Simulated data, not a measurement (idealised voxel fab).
The name of this process module is voxel released beams.
The cross-section on display is named cut; it measures 160 nm wide, and its cells are 5 nm squares.
Bands, listed from the top down, are how a cross-section gets written in this document; the cross-section itself is a grid of square cells, and a band is one or more rows of them.
Each band's line starts with the height of the band's top and of its bottom, in nm. Then come its materials from left to right, each with its width in nm. One material with "everywhere" fills the band from edge to edge. "empty" is empty space.
Convention: height 0 is the level below which the wafer, as received, is all one material. The lowest band does not terminate at the bottom but continues downward, represented as "0..down".
When a width is written as two numbers, as in "30..40", the first number is the width in the top row of cells of the band and the second is the width in its bottom row, and the width changes by the same amount from each row to the next.
A step reported as "everything unchanged" is a step in which no cell of the cross-section changed.
Empty spaces without an open route to the top, at least 8 cells in extent, make up the entry "Catalogued sealed voids"; each is given as width x height at distance, where the distance is measured from the left edge, and all are in nm.
Note: text after step settings on the step line = simulator remark on that step.
"overlay nm" answers the question of how far to the right of plan the mask lay on a step that has a mask, and when it is negative the answer is to the left.
Steps in the process plan
1) RECEIVE | material Si
2) CONFORMAL_DEP | material Al2O3 | thk nm 5
3) DIRECTIONAL_DEP | material SiO2 | thk nm 20
4) DIRECTIONAL_DEP | material aC | thk nm 15
5) PATTERN | tone open | mask id ANCHOR | material resist | width nm 35 | thk nm 30 | overlay nm 0
6) DIRECTIONAL_ETCH | etch materials aC | depth nm 15
7) STRIP | etch materials resist
8) DIRECTIONAL_ETCH | etch materials SiO2 | depth nm 20
9) STRIP | etch materials aC
10) CONFORMAL_DEP | material W | thk nm 10
11) DIRECTIONAL_DEP | material aC | thk nm 10
12) PATTERN | tone cover | mask id BEAM | material resist | width nm 110 | thk nm 30 | overlay nm 0
13) DIRECTIONAL_ETCH | etch materials aC | depth nm 10
14) STRIP | etch materials resist
15) DIRECTIONAL_ETCH | etch materials W | depth nm 10
16) STRIP | etch materials aC
17) STRIP | etch materials SiO2
What follows covers the first of two wafers; it ran as planned
This is the cross-section of the wafer as we received it, i.e. after step 1
    0..down  Si everywhere
    Catalogued sealed voids: none
How the wafer stands in section after step 2
    5..0  Al2O3 everywhere
    Unchanged below 0.
How the wafer stands in section after step 3
    25..5  SiO2 everywhere
    Unchanged below 5.
How the wafer stands in section after step 4
    40..25  aC everywhere
    Unchanged below 25.
How the wafer stands in section after step 5
    70..40  resist: 25, empty: 35, resist: 100
    Unchanged below 40.
How the wafer stands in section after step 6
    55..40  resist: 25, empty: 35, resist: 100
    40..25  aC: 25, empty: 35, aC: 100
    Unchanged below 25.
How the wafer stands in section after step 7
    40..25  aC: 25, empty: 35, aC: 100
    Unchanged below 25.
How the wafer stands in section after step 8
    40..25  aC: 25, empty: 35, aC: 100
    25..5  SiO2: 25, empty: 35, SiO2: 100
    Unchanged below 5.
How the wafer stands in section after step 9
    25..5  SiO2: 25, empty: 35, SiO2: 100
    Unchanged below 5.
How the wafer stands in section after step 10
    35..25  W: 35, empty: 15, W: 110
    25..15  SiO2: 25, W: 10, empty: 15, W: 10, SiO2: 100
    15..5  SiO2: 25, W: 35, SiO2: 100
    Unchanged below 5.
How the wafer stands in section after step 11
    45..35  aC: 35, empty: 15, aC: 110
    35..25  W: 35, empty: 15, W: 110
    25..15  SiO2: 25, W: 10, aC: 15, W: 10, SiO2: 100
    Unchanged below 15.
How the wafer stands in section after step 12
    75..45  empty: 20, resist: 110, empty: 30
    45..35  aC: 35, resist: 15, aC: 110
    35..25  W: 35, resist: 15, W: 110
    Unchanged below 25.
How the wafer stands in section after step 13
    65..45  empty: 20, resist: 110, empty: 30
    45..35  empty: 20, aC: 15, resist: 15, aC: 80, empty: 30
    Unchanged below 35.
How the wafer stands in section after step 14
    45..35  empty: 20, aC: 15, empty: 15, aC: 80, empty: 30
    35..25  W: 35, empty: 15, W: 110
    Unchanged below 25.
How the wafer stands in section after step 15
    45..35  empty: 20, aC: 15, empty: 15, aC: 80, empty: 30
    35..25  empty: 20, W: 15, empty: 15, W: 80, empty: 30
    Unchanged below 25.
How the wafer stands in section after step 16
    35..25  empty: 20, W: 15, empty: 15, W: 80, empty: 30
    25..15  SiO2: 25, W: 10, empty: 15, W: 10, SiO2: 100
    Unchanged below 15.
How the wafer stands in section after step 17
    35..25  empty: 20, W: 15, empty: 15, W: 80, empty: 30
    25..15  empty: 25, W: 10, empty: 15, W: 10, empty: 100
    15..5  empty: 25, W: 35, empty: 100
    Unchanged below 5.
Wafer two: like wafer one in start and plan, but with one mistake in execution; identical up to and including step 11
Cross-section: second wafer, time at which step 12 was scheduled to end
    75..45  empty: 30, resist: 110, empty: 20
    45..35  aC: 35, resist: 15, aC: 110
    35..25  W: 35, resist: 15, W: 110
    Unchanged below 25.
Cross-section: second wafer, time at which step 13 was scheduled to end
    65..45  empty: 30, resist: 110, empty: 20
    45..35  empty: 30, aC: 5, resist: 15, aC: 90, empty: 20
    Unchanged below 35.
Cross-section: second wafer, time at which step 14 was scheduled to end
    45..35  empty: 30, aC: 5, empty: 15, aC: 90, empty: 20
    35..25  W: 35, empty: 15, W: 110
    Unchanged below 25.
Cross-section: second wafer, time at which step 15 was scheduled to end
    45..35  empty: 30, aC: 5, empty: 15, aC: 90, empty: 20
    35..25  empty: 30, W: 5, empty: 15, W: 90, empty: 20
    Unchanged below 25.
Cross-section: second wafer, time at which step 16 was scheduled to end
    35..25  empty: 30, W: 5, empty: 15, W: 90, empty: 20
    25..15  SiO2: 25, W: 10, empty: 15, W: 10, SiO2: 100
    Unchanged below 15.
Cross-section: second wafer, time at which step 17 was scheduled to end
    35..25  empty: 30, W: 5, empty: 15, W: 90, empty: 20
    25..15  empty: 25, W: 10, empty: 15, W: 10, empty: 100
    15..5  empty: 25, W: 35, empty: 100
    Unchanged below 5.
Diagnosis: step 12 ran with different settings than intended, the actual operation and settings being PATTERN | tone cover | mask id BEAM | material resist | width nm 110 | thk nm 30 | overlay nm 10
In the final comparison it is observed that the number of cells assigned to each material is identical for the two wafers, whereas their placement is not.
